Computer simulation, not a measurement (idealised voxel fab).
Process module, titled voxel self aligned contacts
Square cells of 5 nm make up the cross-section cut, whose width is 250 nm.
A cross-section is a grid of square cells, given in bands from the top down. A band is one or more rows of cells. Heads up on the band format: heights come first, top then bottom, in nm. After that it's the materials left to right, each with its width in nm. A single material flagged "edge to edge" fills the whole band edge to edge, and "air" means there's empty space there. Below 0: as-received wafer, all one material; heights counted from there. Lowest band: no bottom, goes on down, written "0 and below". A width such as "30->40" changes by the same amount from each row of cells to the next, from the band's top row to its bottom row. It should be understood that the words "no change occurred", when stated for a given step, signify that the cross-section underwent no change in any of its cells during that step. "Fully sealed cavities" lists enclosed empty spaces (at least 8 cells, no open path upward to the top), each as width x height at distance from the left edge, in nm. Whatever follows a step's settings on its line is a remark the simulator itself makes about that step. overlay nm: where the mask lay relative to plan, measured to the right, on steps with a mask; negatives go left. Note on reading: below, each pair holds a cross-section from before one process step and one from after it; the one from after shows only down to the lowest band that changed. Beneath the pair, the step in between is stated along with its settings. The pairs can stem from different runs of this module on the same starting wafer. Where a pair's entry headed "State before step" says so, and only there, that pair continues from the pair above it.
### State before step
> 0 and below: Si edge to edge
> Fully sealed cavities: none
### Sectional View, Post-Process
> 0 down to -5: SiO2 edge to edge
> Heights below -5 show no change.
> Fully sealed cavities: none
Before/after cross-sections above; step in between: OXIDIZE with depth nm 5
State before step: nothing new to draw here, it's the after view of the pair just above.
### Sectional View, Post-Process
> 20 down to 0: polySi edge to edge
> Heights below 0 show no change.
> Fully sealed cavities: none
Before/after cross-sections above; step in between: DIRECTIONAL_DEP with material polySi, thk nm 20
State before step: nothing new to draw here, it's the after view of the pair just above.
### Sectional View, Post-Process
> 40 down to 20: SiN edge to edge
> Heights below 20 show no change.
> Fully sealed cavities: none
Before/after cross-sections above; step in between: DIRECTIONAL_DEP with material SiN, thk nm 20
State before step: nothing new to draw here, it's the after view of the pair just above.
### Sectional View, Post-Process
> 40 down to 20: air (50); SiN (25); air (35); SiN (25); air (35); SiN (25); air (55)
> Heights below 20 show no change.
> Fully sealed cavities: none
Before/after cross-sections above; step in between: MASKED_ETCH with tone cover, mask id GATE, width nm 25, pitch nm 60, etch materials SiN, depth nm 20, overlay nm 0
State before step: nothing new to draw here, it's the after view of the pair just above.
### Sectional View, Post-Process
> 40 down to 20: air (50); SiN (25); air (35); SiN (25); air (35); SiN (25); air (55)
> 20 down to 0: air (50); polySi (25); air (35); polySi (25); air (35); polySi (25); air (55)
> Heights below 0 show no change.
> Fully sealed cavities: none
Before/after cross-sections above; step in between: MASKED_ETCH with tone cover, mask id GATE, width nm 25, pitch nm 60, etch materials polySi, depth nm 20, overlay nm 0
State before step: nothing new to draw here, it's the after view of the pair just above.
### Sectional View, Post-Process
> 50 down to 20: air (40); SiN (45); air (15); SiN (45); air (15); SiN (45); air (45)
> 20 down to 10: air (40); SiN (10); polySi (25); SiN (10); air (15); SiN (10); polySi (25); SiN (10); air (15); SiN (10); polySi (25); SiN (10); air (45)
> 10 down to 0: SiN (50); polySi (25); SiN (35); polySi (25); SiN (35); polySi (25); SiN (55)
> Heights below 0 show no change.
> Fully sealed cavities: none
Before/after cross-sections above; step in between: CONFORMAL_DEP with material SiN, thk nm 10
State before step: nothing new to draw here, it's the after view of the pair just above.
### Sectional View, Post-Process
> 40 down to 20: air (40); SiN (45); air (15); SiN (45); air (15); SiN (45); air (45)
> 20 down to 0: air (40); SiN (10); polySi (25); SiN (10); air (15); SiN (10); polySi (25); SiN (10); air (15); SiN (10); polySi (25); SiN (10); air (45)
> Heights below 0 show no change.
> Fully sealed cavities: none
Before/after cross-sections above; step in between: DIRECTIONAL_ETCH with etch materials SiN, depth nm 10
State before step: nothing new to draw here, it's the after view of the pair just above.
### Sectional View, Post-Process
> 50 down to 40: SiO2 edge to edge
> 40 down to 20: SiO2 (40); SiN (45); SiO2 (15); SiN (45); SiO2 (15); SiN (45); SiO2 (45)
> 20 down to 0: SiO2 (40); SiN (10); polySi (25); SiN (10); SiO2 (15); SiN (10); polySi (25); SiN (10); SiO2 (15); SiN (10); polySi (25); SiN (10); SiO2 (45)
> Heights below 0 show no change.
> Fully sealed cavities: none
Before/after cross-sections above; step in between: FILL_DEP with material SiO2, thk nm 10
State before step: nothing new to draw here, it's the after view of the pair just above.
### Sectional View, Post-Process
> 45 down to 40: SiO2 edge to edge
> Heights below 40 show no change.
> Fully sealed cavities: none
Before/after cross-sections above; step in between: CMP with height nm 45
State before step: nothing new to draw here, it's the after view of the pair just above.
### Sectional View, Post-Process
> 45 down to 40: SiO2 (70); air (45); SiO2 (15); air (45); SiO2 (75)
> 40 down to 20: SiO2 (40); SiN (45); air (15); SiN (45); air (15); SiN (45); SiO2 (45)
> 20 down to 0: SiO2 (40); SiN (10); polySi (25); SiN (10); air (15); SiN (10); polySi (25); SiN (10); air (15); SiN (10); polySi (25); SiN (10); SiO2 (45)
> 0 down to -5: SiO2 (85); air (15); SiO2 (45); air (15); SiO2 (90)
> Heights below -5 show no change.
> Fully sealed cavities: none
Before/after cross-sections above; step in between: MASKED_ETCH with tone open, mask id CONTACT, width nm 45, pitch nm 60, etch materials SiO2, depth nm 50, overlay nm 0
State before step: nothing new to draw here, it's the after view of the pair just above.
### Sectional View, Post-Process
> 50 down to 45: TiN (75); air (35); TiN (25); air (35); TiN (80)
> 45 down to 40: SiO2 (70); TiN (20); air (5); TiN (20); SiO2 (15); TiN (20); air (5); TiN (20); SiO2 (75)
> 40 down to 20: SiO2 (40); SiN (45); TiN (5); air (5); TiN (5); SiN (45); TiN (5); air (5); TiN (5); SiN (45); SiO2 (45)
> 20 down to 0: SiO2 (40); SiN (10); polySi (25); SiN (10); TiN (5); air (5); TiN (5); SiN (10); polySi (25); SiN (10); TiN (5); air (5); TiN (5); SiN (10); polySi (25); SiN (10); SiO2 (45)
> 0 down to -5: SiO2 (85); TiN (15); SiO2 (45); TiN (15); SiO2 (90)
> Heights below -5 show no change.
> Fully sealed cavities: none
Before/after cross-sections above; step in between: CONFORMAL_DEP with material TiN, thk nm 5
State before step: nothing new to draw here, it's the after view of the pair just above.
### Sectional View, Post-Process
> 60 down to 50: Ru edge to edge
> 50 down to 45: TiN (75); Ru (35); TiN (25); Ru (35); TiN (80)
> 45 down to 40: SiO2 (70); TiN (20); Ru (5); TiN (20); SiO2 (15); TiN (20); Ru (5); TiN (20); SiO2 (75)
> 40 down to 20: SiO2 (40); SiN (45); TiN (5); Ru (5); TiN (5); SiN (45); TiN (5); Ru (5); TiN (5); SiN (45); SiO2 (45)
> 20 down to 0: SiO2 (40); SiN (10); polySi (25); SiN (10); TiN (5); Ru (5); TiN (5); SiN (10); polySi (25); SiN (10); TiN (5); Ru (5); TiN (5); SiN (10); polySi (25); SiN (10); SiO2 (45)
> Heights below 0 show no change.
> Fully sealed cavities: none
Before/after cross-sections above; step in between: FILL_DEP with material Ru, thk nm 10
State before step: nothing new to draw here, it's the after view of the pair just above.
### Sectional View, Post-Process
> 45 down to 40: SiO2 (70); TiN (20); Ru (5); TiN (20); SiO2 (15); TiN (20); Ru (5); TiN (20); SiO2 (75)
> Heights below 40 show no change.
> Fully sealed cavities: none
Before/after cross-sections above; step in between: CMP with height nm 45
State before step: nothing new to draw here, it's the after view of the pair just above.
### Sectional View, Post-Process
> 50 down to 45: SiCN edge to edge
> Heights below 45 show no change.
> Fully sealed cavities: none
Before/after cross-sections above; step in between: CONFORMAL_DEP with material SiCN, thk nm 5
### State before step
> 0 and below: Si edge to edge
> Fully sealed cavities: none
### Sectional View, Post-Process
> 20 down to 0: polySi edge to edge
> Heights below 0 show no change.
> Fully sealed cavities: none
Before/after cross-sections above; step in between: DIRECTIONAL_DEP with material polySi, thk nm 20
State before step: nothing new to draw here, it's the after view of the pair just above.
### Sectional View, Post-Process
> 40 down to 20: SiN edge to edge
> Heights below 20 show no change.
> Fully sealed cavities: none
Before/after cross-sections above; step in between: DIRECTIONAL_DEP with material SiN, thk nm 20
State before step: nothing new to draw here, it's the after view of the pair just above.
### Sectional View, Post-Process
> 40 down to 20: air (50); SiN (25); air (35); SiN (25); air (35); SiN (25); air (55)
> Heights below 20 show no change.
> Fully sealed cavities: none
Before/after cross-sections above; step in between: MASKED_ETCH with tone cover, mask id GATE, width nm 25, pitch nm 60, etch materials SiN, depth nm 20, overlay nm 0
State before step: nothing new to draw here, it's the after view of the pair just above.
### Sectional View, Post-Process
> 40 down to 20: air (50); SiN (25); air (35); SiN (25); air (35); SiN (25); air (55)
> 20 down to 0: air (50); polySi (25); air (35); polySi (25); air (35); polySi (25); air (55)
> Heights below 0 show no change.
> Fully sealed cavities: none
Before/after cross-sections above; step in between: MASKED_ETCH with tone cover, mask id GATE, width nm 25, pitch nm 60, etch materials polySi, depth nm 20, overlay nm 0
State before step: nothing new to draw here, it's the after view of the pair just above.
### Sectional View, Post-Process
> 50 down to 20: air (40); SiN (45); air (15); SiN (45); air (15); SiN (45); air (45)
> 20 down to 10: air (40); SiN (10); polySi (25); SiN (10); air (15); SiN (10); polySi (25); SiN (10); air (15); SiN (10); polySi (25); SiN (10); air (45)
> 10 down to 0: SiN (50); polySi (25); SiN (35); polySi (25); SiN (35); polySi (25); SiN (55)
> Heights below 0 show no change.
> Fully sealed cavities: none
Before/after cross-sections above; step in between: CONFORMAL_DEP with material SiN, thk nm 10
State before step: nothing new to draw here, it's the after view of the pair just above.
### Sectional View, Post-Process
> 40 down to 20: air (40); SiN (45); air (15); SiN (45); air (15); SiN (45); air (45)
> 20 down to 0: air (40); SiN (10); polySi (25); SiN (10); air (15); SiN (10); polySi (25); SiN (10); air (15); SiN (10); polySi (25); SiN (10); air (45)
> Heights below 0 show no change.
> Fully sealed cavities: none
Before/after cross-sections above; step in between: DIRECTIONAL_ETCH with etch materials SiN, depth nm 10
State before step: nothing new to draw here, it's the after view of the pair just above.
### Sectional View, Post-Process
> 50 down to 40: SiO2 edge to edge
> 40 down to 20: SiO2 (40); SiN (45); SiO2 (15); SiN (45); SiO2 (15); SiN (45); SiO2 (45)
> 20 down to 0: SiO2 (40); SiN (10); polySi (25); SiN (10); SiO2 (15); SiN (10); polySi (25); SiN (10); SiO2 (15); SiN (10); polySi (25); SiN (10); SiO2 (45)
> Heights below 0 show no change.
> Fully sealed cavities: none
Before/after cross-sections above; step in between: FILL_DEP with material SiO2, thk nm 10
State before step: nothing new to draw here, it's the after view of the pair just above.
### Sectional View, Post-Process
> 45 down to 40: SiO2 edge to edge
> Heights below 40 show no change.
> Fully sealed cavities: none
Before/after cross-sections above; step in between: CMP with height nm 45
State before step: nothing new to draw here, it's the after view of the pair just above.
### Sectional View, Post-Process
> 45 down to 40: SiO2 (70); air (45); SiO2 (15); air (45); SiO2 (75)
> 40 down to 20: SiO2 (40); SiN (45); air (15); SiN (45); air (15); SiN (45); SiO2 (45)
> 20 down to 0: SiO2 (40); SiN (10); polySi (25); SiN (10); air (15); SiN (10); polySi (25); SiN (10); air (15); SiN (10); polySi (25); SiN (10); SiO2 (45)
> Heights below 0 show no change.
> Fully sealed cavities: none
Before/after cross-sections above; step in between: MASKED_ETCH with tone open, mask id CONTACT, width nm 45, pitch nm 60, etch materials SiO2, depth nm 50, overlay nm 0
State before step: nothing new to draw here, it's the after view of the pair just above.
### Sectional View, Post-Process
> 50 down to 45: TiN (75); air (35); TiN (25); air (35); TiN (80)
> 45 down to 40: SiO2 (70); TiN (20); air (5); TiN (20); SiO2 (15); TiN (20); air (5); TiN (20); SiO2 (75)
> 40 down to 20: SiO2 (40); SiN (45); TiN (5); air (5); TiN (5); SiN (45); TiN (5); air (5); TiN (5); SiN (45); SiO2 (45)
> 20 down to 5: SiO2 (40); SiN (10); polySi (25); SiN (10); TiN (5); air (5); TiN (5); SiN (10); polySi (25); SiN (10); TiN (5); air (5); TiN (5); SiN (10); polySi (25); SiN (10); SiO2 (45)
> 5 down to 0: SiO2 (40); SiN (10); polySi (25); SiN (10); TiN (15); SiN (10); polySi (25); SiN (10); TiN (15); SiN (10); polySi (25); SiN (10); SiO2 (45)
> Heights below 0 show no change.
> Fully sealed cavities: none
Before/after cross-sections above; step in between: CONFORMAL_DEP with material TiN, thk nm 5
State before step: nothing new to draw here, it's the after view of the pair just above.
### Sectional View, Post-Process
> 60 down to 50: Ru edge to edge
> 50 down to 45: TiN (75); Ru (35); TiN (25); Ru (35); TiN (80)
> 45 down to 40: SiO2 (70); TiN (20); Ru (5); TiN (20); SiO2 (15); TiN (20); Ru (5); TiN (20); SiO2 (75)
> 40 down to 20: SiO2 (40); SiN (45); TiN (5); Ru (5); TiN (5); SiN (45); TiN (5); Ru (5); TiN (5); SiN (45); SiO2 (45)
> 20 down to 5: SiO2 (40); SiN (10); polySi (25); SiN (10); TiN (5); Ru (5); TiN (5); SiN (10); polySi (25); SiN (10); TiN (5); Ru (5); TiN (5); SiN (10); polySi (25); SiN (10); SiO2 (45)
> Heights below 5 show no change.
> Fully sealed cavities: none
Before/after cross-sections above; step in between: FILL_DEP with material Ru, thk nm 10
State before step: nothing new to draw here, it's the after view of the pair just above.
### Sectional View, Post-Process
> 45 down to 40: SiO2 (70); TiN (20); Ru (5); TiN (20); SiO2 (15); TiN (20); Ru (5); TiN (20); SiO2 (75)
> Heights below 40 show no change.
> Fully sealed cavities: none
Before/after cross-sections above; step in between: CMP with height nm 45
State before step: nothing new to draw here, it's the after view of the pair just above.
### Sectional View, Post-Process
> 50 down to 45: SiCN edge to edge
> Heights below 45 show no change.
> Fully sealed cavities: none
Before/after cross-sections above; step in between: CONFORMAL_DEP with material SiCN, thk nm 5
### State before step
> 20 down to 0: polySi edge to edge
> 0 down to -5: SiO2 edge to edge
> -5 and below: Si edge to edge
> Fully sealed cavities: none
### Sectional View, Post-Process
> 40 down to 0: polySi edge to edge
> Heights below 0 show no change.
> Fully sealed cavities: none
Before/after cross-sections above; step in between: DIRECTIONAL_DEP with material polySi, thk nm 20
State before step: nothing new to draw here, it's the after view of the pair just above.
### Sectional View, Post-Process
> 60 down to 40: SiN edge to edge
> Heights below 40 show no change.
> Fully sealed cavities: none
Before/after cross-sections above; step in between: DIRECTIONAL_DEP with material SiN, thk nm 20
State before step: nothing new to draw here, it's the after view of the pair just above.
### Sectional View, Post-Process
> 60 down to 40: air (50); SiN (25); air (35); SiN (25); air (35); SiN (25); air (55)
> Heights below 40 show no change.
> Fully sealed cavities: none
Before/after cross-sections above; step in between: MASKED_ETCH with tone cover, mask id GATE, width nm 25, pitch nm 60, etch materials SiN, depth nm 20, overlay nm 0
State before step: nothing new to draw here, it's the after view of the pair just above.
### Sectional View, Post-Process
> 60 down to 40: air (50); SiN (25); air (35); SiN (25); air (35); SiN (25); air (55)
> 40 down to 20: air (50); polySi (25); air (35); polySi (25); air (35); polySi (25); air (55)
> Heights below 20 show no change.
> Fully sealed cavities: none
Before/after cross-sections above; step in between: MASKED_ETCH with tone cover, mask id GATE, width nm 25, pitch nm 60, etch materials polySi, depth nm 20, overlay nm 0
State before step: nothing new to draw here, it's the after view of the pair just above.
### Sectional View, Post-Process
> 70 down to 40: air (40); SiN (45); air (15); SiN (45); air (15); SiN (45); air (45)
> 40 down to 30: air (40); SiN (10); polySi (25); SiN (10); air (15); SiN (10); polySi (25); SiN (10); air (15); SiN (10); polySi (25); SiN (10); air (45)
> 30 down to 20: SiN (50); polySi (25); SiN (35); polySi (25); SiN (35); polySi (25); SiN (55)
> Heights below 20 show no change.
> Fully sealed cavities: none
Before/after cross-sections above; step in between: CONFORMAL_DEP with material SiN, thk nm 10
State before step: nothing new to draw here, it's the after view of the pair just above.
### Sectional View, Post-Process
> 60 down to 40: air (40); SiN (45); air (15); SiN (45); air (15); SiN (45); air (45)
> 40 down to 20: air (40); SiN (10); polySi (25); SiN (10); air (15); SiN (10); polySi (25); SiN (10); air (15); SiN (10); polySi (25); SiN (10); air (45)
> Heights below 20 show no change.
> Fully sealed cavities: none
Before/after cross-sections above; step in between: DIRECTIONAL_ETCH with etch materials SiN, depth nm 10
State before step: nothing new to draw here, it's the after view of the pair just above.
### Sectional View, Post-Process
> 70 down to 60: SiO2 edge to edge
> 60 down to 40: SiO2 (40); SiN (45); SiO2 (15); SiN (45); SiO2 (15); SiN (45); SiO2 (45)
> 40 down to 20: SiO2 (40); SiN (10); polySi (25); SiN (10); SiO2 (15); SiN (10); polySi (25); SiN (10); SiO2 (15); SiN (10); polySi (25); SiN (10); SiO2 (45)
> Heights below 20 show no change.
> Fully sealed cavities: none
Before/after cross-sections above; step in between: FILL_DEP with material SiO2, thk nm 10
State before step: nothing new to draw here, it's the after view of the pair just above.
### Sectional View, Post-Process
> 45 down to 40: SiO2 (40); SiN (45); SiO2 (15); SiN (45); SiO2 (15); SiN (45); SiO2 (45)
> Heights below 40 show no change.
> Fully sealed cavities: none
Before/after cross-sections above; step in between: CMP with height nm 45
State before step: nothing new to draw here, it's the after view of the pair just above.
### Sectional View, Post-Process
> 45 down to 40: SiO2 (40); SiN (45); air (15); SiN (45); air (15); SiN (45); SiO2 (45)
> 40 down to 20: SiO2 (40); SiN (10); polySi (25); SiN (10); air (15); SiN (10); polySi (25); SiN (10); air (15); SiN (10); polySi (25); SiN (10); SiO2 (45)
> Heights below 20 show no change.
> Fully sealed cavities: none
Before/after cross-sections above; step in between: MASKED_ETCH with tone open, mask id CONTACT, width nm 45, pitch nm 60, etch materials SiO2, depth nm 50, overlay nm 0
State before step: nothing new to draw here, it's the after view of the pair just above.
### Sectional View, Post-Process
> 50 down to 45: TiN (90); air (5); TiN (55); air (5); TiN (95)
> 45 down to 40: SiO2 (40); SiN (45); TiN (5); air (5); TiN (5); SiN (45); TiN (5); air (5); TiN (5); SiN (45); SiO2 (45)
> 40 down to 25: SiO2 (40); SiN (10); polySi (25); SiN (10); TiN (5); air (5); TiN (5); SiN (10); polySi (25); SiN (10); TiN (5); air (5); TiN (5); SiN (10); polySi (25); SiN (10); SiO2 (45)
> 25 down to 20: SiO2 (40); SiN (10); polySi (25); SiN (10); TiN (15); SiN (10); polySi (25); SiN (10); TiN (15); SiN (10); polySi (25); SiN (10); SiO2 (45)
> Heights below 20 show no change.
> Fully sealed cavities: none
Before/after cross-sections above; step in between: CONFORMAL_DEP with material TiN, thk nm 5
State before step: nothing new to draw here, it's the after view of the pair just above.
### Sectional View, Post-Process
> 60 down to 50: Ru edge to edge
> 50 down to 45: TiN (90); Ru (5); TiN (55); Ru (5); TiN (95)
> 45 down to 40: SiO2 (40); SiN (45); TiN (5); Ru (5); TiN (5); SiN (45); TiN (5); Ru (5); TiN (5); SiN (45); SiO2 (45)
> 40 down to 25: SiO2 (40); SiN (10); polySi (25); SiN (10); TiN (5); Ru (5); TiN (5); SiN (10); polySi (25); SiN (10); TiN (5); Ru (5); TiN (5); SiN (10); polySi (25); SiN (10); SiO2 (45)
> Heights below 25 show no change.
> Fully sealed cavities: none
Before/after cross-sections above; step in between: FILL_DEP with material Ru, thk nm 10
State before step: nothing new to draw here, it's the after view of the pair just above.
### Sectional View, Post-Process
> 45 down to 40: SiO2 (40); SiN (45); TiN (5); Ru (5); TiN (5); SiN (45); TiN (5); Ru (5); TiN (5); SiN (45); SiO2 (45)
> Heights below 40 show no change.
> Fully sealed cavities: none
Before/after cross-sections above; step in between: CMP with height nm 45
State before step: nothing new to draw here, it's the after view of the pair just above.
### Sectional View, Post-Process
> 50 down to 45: SiCN edge to edge
> Heights below 45 show no change.
> Fully sealed cavities: none
Before/after cross-sections above; step in between: CONFORMAL_DEP with material SiCN, thk nm 5
### State before step
> 40 down to 20: air (50); SiN (25); air (35); SiN (25); air (35); SiN (25); air (55)
> 20 down to 0: air (50); polySi (25); air (35); polySi (25); air (35); polySi (25); air (55)
> 0 down to -5: SiO2 edge to edge
> -5 and below: Si edge to edge
> Fully sealed cavities: none
### Sectional View, Post-Process
> 30 down to 20: air (50); SiN (25); air (35); SiN (25); air (35); SiN (25); air (55)
> Heights below 20 show no change.
> Fully sealed cavities: none
Before/after cross-sections above; step in between: DIRECTIONAL_ETCH with etch materials SiN, depth nm 10
State before step: nothing new to draw here, it's the after view of the pair just above.
### Sectional View, Post-Process
> 40 down to 20: air (40); SiN (45); air (15); SiN (45); air (15); SiN (45); air (45)
> 20 down to 10: air (40); SiN (10); polySi (25); SiN (10); air (15); SiN (10); polySi (25); SiN (10); air (15); SiN (10); polySi (25); SiN (10); air (45)
> 10 down to 0: SiN (50); polySi (25); SiN (35); polySi (25); SiN (35); polySi (25); SiN (55)
> Heights below 0 show no change.
> Fully sealed cavities: none
Before/after cross-sections above; step in between: CONFORMAL_DEP with material SiN, thk nm 10
State before step: nothing new to draw here, it's the after view of the pair just above.
### Sectional View, Post-Process
> 50 down to 40: SiO2 edge to edge
> 40 down to 20: SiO2 (40); SiN (45); SiO2 (15); SiN (45); SiO2 (15); SiN (45); SiO2 (45)
> 20 down to 10: SiO2 (40); SiN (10); polySi (25); SiN (10); SiO2 (15); SiN (10); polySi (25); SiN (10); SiO2 (15); SiN (10); polySi (25); SiN (10); SiO2 (45)
> Heights below 10 show no change.
> Fully sealed cavities: none
Before/after cross-sections above; step in between: FILL_DEP with material SiO2, thk nm 10
State before step: nothing new to draw here, it's the after view of the pair just above.
### Sectional View, Post-Process
> 45 down to 40: SiO2 edge to edge
> Heights below 40 show no change.
> Fully sealed cavities: none
Before/after cross-sections above; step in between: CMP with height nm 45
State before step: nothing new to draw here, it's the after view of the pair just above.
### Sectional View, Post-Process
> 45 down to 40: SiO2 (70); air (45); SiO2 (15); air (45); SiO2 (75)
> 40 down to 20: SiO2 (40); SiN (45); air (15); SiN (45); air (15); SiN (45); SiO2 (45)
> 20 down to 10: SiO2 (40); SiN (10); polySi (25); SiN (10); air (15); SiN (10); polySi (25); SiN (10); air (15); SiN (10); polySi (25); SiN (10); SiO2 (45)
> Heights below 10 show no change.
> Fully sealed cavities: none
Before/after cross-sections above; step in between: MASKED_ETCH with tone open, mask id CONTACT, width nm 45, pitch nm 60, etch materials SiO2, depth nm 50, overlay nm 0
State before step: nothing new to draw here, it's the after view of the pair just above.
### Sectional View, Post-Process
> 50 down to 45: TiN (75); air (35); TiN (25); air (35); TiN (80)
> 45 down to 40: SiO2 (70); TiN (20); air (5); TiN (20); SiO2 (15); TiN (20); air (5); TiN (20); SiO2 (75)
> 40 down to 20: SiO2 (40); SiN (45); TiN (5); air (5); TiN (5); SiN (45); TiN (5); air (5); TiN (5); SiN (45); SiO2 (45)
> 20 down to 15: SiO2 (40); SiN (10); polySi (25); SiN (10); TiN (5); air (5); TiN (5); SiN (10); polySi (25); SiN (10); TiN (5); air (5); TiN (5); SiN (10); polySi (25); SiN (10); SiO2 (45)
> 15 down to 10: SiO2 (40); SiN (10); polySi (25); SiN (10); TiN (15); SiN (10); polySi (25); SiN (10); TiN (15); SiN (10); polySi (25); SiN (10); SiO2 (45)
> Heights below 10 show no change.
> Fully sealed cavities: none
Before/after cross-sections above; step in between: CONFORMAL_DEP with material TiN, thk nm 5
State before step: nothing new to draw here, it's the after view of the pair just above.
### Sectional View, Post-Process
> 60 down to 50: Ru edge to edge
> 50 down to 45: TiN (75); Ru (35); TiN (25); Ru (35); TiN (80)
> 45 down to 40: SiO2 (70); TiN (20); Ru (5); TiN (20); SiO2 (15); TiN (20); Ru (5); TiN (20); SiO2 (75)
> 40 down to 20: SiO2 (40); SiN (45); TiN (5); Ru (5); TiN (5); SiN (45); TiN (5); Ru (5); TiN (5); SiN (45); SiO2 (45)
> 20 down to 15: SiO2 (40); SiN (10); polySi (25); SiN (10); TiN (5); Ru (5); TiN (5); SiN (10); polySi (25); SiN (10); TiN (5); Ru (5); TiN (5); SiN (10); polySi (25); SiN (10); SiO2 (45)
> Heights below 15 show no change.
> Fully sealed cavities: none
Before/after cross-sections above; step in between: FILL_DEP with material Ru, thk nm 10
State before step: nothing new to draw here, it's the after view of the pair just above.
### Sectional View, Post-Process
> 45 down to 40: SiO2 (70); TiN (20); Ru (5); TiN (20); SiO2 (15); TiN (20); Ru (5); TiN (20); SiO2 (75)
> Heights below 40 show no change.
> Fully sealed cavities: none
Before/after cross-sections above; step in between: CMP with height nm 45
State before step: nothing new to draw here, it's the after view of the pair just above.
### Sectional View, Post-Process
> 50 down to 45: SiCN edge to edge
> Heights below 45 show no change.
> Fully sealed cavities: none
Before/after cross-sections above; step in between: CONFORMAL_DEP with material SiCN, thk nm 5
### State before step
> 50 down to 20: air (40); SiN (45); air (15); SiN (45); air (15); SiN (45); air (45)
> 20 down to 10: air (40); SiN (10); polySi (25); SiN (10); air (15); SiN (10); polySi (25); SiN (10); air (15); SiN (10); polySi (25); SiN (10); air (45)
> 10 down to 0: SiN (50); polySi (25); SiN (35); polySi (25); SiN (35); polySi (25); SiN (55)
> 0 down to -5: SiO2 edge to edge
> -5 and below: Si edge to edge
> Fully sealed cavities: none
### Sectional View, Post-Process
> 45 down to 20: air (40); SiN (45); air (15); SiN (45); air (15); SiN (45); air (45)
> 20 down to 5: air (40); SiN (10); polySi (25); SiN (10); air (15); SiN (10); polySi (25); SiN (10); air (15); SiN (10); polySi (25); SiN (10); air (45)
> Heights below 5 show no change.
> Fully sealed cavities: none
Before/after cross-sections above; step in between: DIRECTIONAL_ETCH with etch materials SiN, depth nm 5
State before step: nothing new to draw here, it's the after view of the pair just above.
### Sectional View, Post-Process
> 55 down to 45: SiO2 edge to edge
> 45 down to 20: SiO2 (40); SiN (45); SiO2 (15); SiN (45); SiO2 (15); SiN (45); SiO2 (45)
> 20 down to 5: SiO2 (40); SiN (10); polySi (25); SiN (10); SiO2 (15); SiN (10); polySi (25); SiN (10); SiO2 (15); SiN (10); polySi (25); SiN (10); SiO2 (45)
> Heights below 5 show no change.
> Fully sealed cavities: none
Before/after cross-sections above; step in between: FILL_DEP with material SiO2, thk nm 10
State before step: nothing new to draw here, it's the after view of the pair just above.
### Sectional View, Post-Process
> 45 down to 20: SiO2 (40); SiN (45); SiO2 (15); SiN (45); SiO2 (15); SiN (45); SiO2 (45)
> Heights below 20 show no change.
> Fully sealed cavities: none
Before/after cross-sections above; step in between: CMP with height nm 45
State before step: nothing new to draw here, it's the after view of the pair just above.
### Sectional View, Post-Process
> 45 down to 20: SiO2 (40); SiN (45); air (15); SiN (45); air (15); SiN (45); SiO2 (45)
> 20 down to 5: SiO2 (40); SiN (10); polySi (25); SiN (10); air (15); SiN (10); polySi (25); SiN (10); air (15); SiN (10); polySi (25); SiN (10); SiO2 (45)
> Heights below 5 show no change.
> Fully sealed cavities: none
Before/after cross-sections above; step in between: MASKED_ETCH with tone open, mask id CONTACT, width nm 45, pitch nm 60, etch materials SiO2, depth nm 50, overlay nm 0
State before step: nothing new to draw here, it's the after view of the pair just above.
### Sectional View, Post-Process
> 50 down to 45: TiN (90); air (5); TiN (55); air (5); TiN (95)
> 45 down to 20: SiO2 (40); SiN (45); TiN (5); air (5); TiN (5); SiN (45); TiN (5); air (5); TiN (5); SiN (45); SiO2 (45)
> 20 down to 10: SiO2 (40); SiN (10); polySi (25); SiN (10); TiN (5); air (5); TiN (5); SiN (10); polySi (25); SiN (10); TiN (5); air (5); TiN (5); SiN (10); polySi (25); SiN (10); SiO2 (45)
> 10 down to 5: SiO2 (40); SiN (10); polySi (25); SiN (10); TiN (15); SiN (10); polySi (25); SiN (10); TiN (15); SiN (10); polySi (25); SiN (10); SiO2 (45)
> Heights below 5 show no change.
> Fully sealed cavities: none
Before/after cross-sections above; step in between: CONFORMAL_DEP with material TiN, thk nm 5
State before step: nothing new to draw here, it's the after view of the pair just above.
### Sectional View, Post-Process
> 60 down to 50: Ru edge to edge
> 50 down to 45: TiN (90); Ru (5); TiN (55); Ru (5); TiN (95)
> 45 down to 20: SiO2 (40); SiN (45); TiN (5); Ru (5); TiN (5); SiN (45); TiN (5); Ru (5); TiN (5); SiN (45); SiO2 (45)
> 20 down to 10: SiO2 (40); SiN (10); polySi (25); SiN (10); TiN (5); Ru (5); TiN (5); SiN (10); polySi (25); SiN (10); TiN (5); Ru (5); TiN (5); SiN (10); polySi (25); SiN (10); SiO2 (45)
> Heights below 10 show no change.
> Fully sealed cavities: none
Before/after cross-sections above; step in between: FILL_DEP with material Ru, thk nm 10
State before step: nothing new to draw here, it's the after view of the pair just above.
### Sectional View, Post-Process
> 45 down to 20: SiO2 (40); SiN (45); TiN (5); Ru (5); TiN (5); SiN (45); TiN (5); Ru (5); TiN (5); SiN (45); SiO2 (45)
> Heights below 20 show no change.
> Fully sealed cavities: none
Before/after cross-sections above; step in between: CMP with height nm 45
State before step: nothing new to draw here, it's the after view of the pair just above.
### Sectional View, Post-Process
> 50 down to 45: SiCN edge to edge
> Heights below 45 show no change.
> Fully sealed cavities: none
Before/after cross-sections above; step in between: CONFORMAL_DEP with material SiCN, thk nm 5
### State before step
> 40 down to 20: air (50); SiN (25); air (35); SiN (25); air (35); SiN (25); air (55)
> 20 down to 0: polySi edge to edge
> 0 down to -5: SiO2 edge to edge
> -5 and below: Si edge to edge
> Fully sealed cavities: none
### Sectional View, Post-Process
> 40 down to 20: air (50); SiN (25); air (35); SiN (25); air (35); SiN (25); air (55)
> 20 down to 0: air (45); polySi (35); air (25); polySi (35); air (25); polySi (35); air (50)
> Heights below 0 show no change.
> Fully sealed cavities: none
Before/after cross-sections above; step in between: MASKED_ETCH with tone cover, mask id GATE, width nm 35, pitch nm 60, etch materials polySi, depth nm 20, overlay nm 0
State before step: nothing new to draw here, it's the after view of the pair just above.
### Sectional View, Post-Process
> 50 down to 30: air (40); SiN (45); air (15); SiN (45); air (15); SiN (45); air (45)
> 30 down to 20: air (35); SiN (55); air (5); SiN (55); air (5); SiN (55); air (40)
> 20 down to 10: air (35); SiN (10); polySi (35); SiN (10); air (5); SiN (10); polySi (35); SiN (10); air (5); SiN (10); polySi (35); SiN (10); air (40)
> 10 down to 0: SiN (45); polySi (35); SiN (25); polySi (35); SiN (25); polySi (35); SiN (50)
> Heights below 0 show no change.
> Fully sealed cavities: none
Before/after cross-sections above; step in between: CONFORMAL_DEP with material SiN, thk nm 10
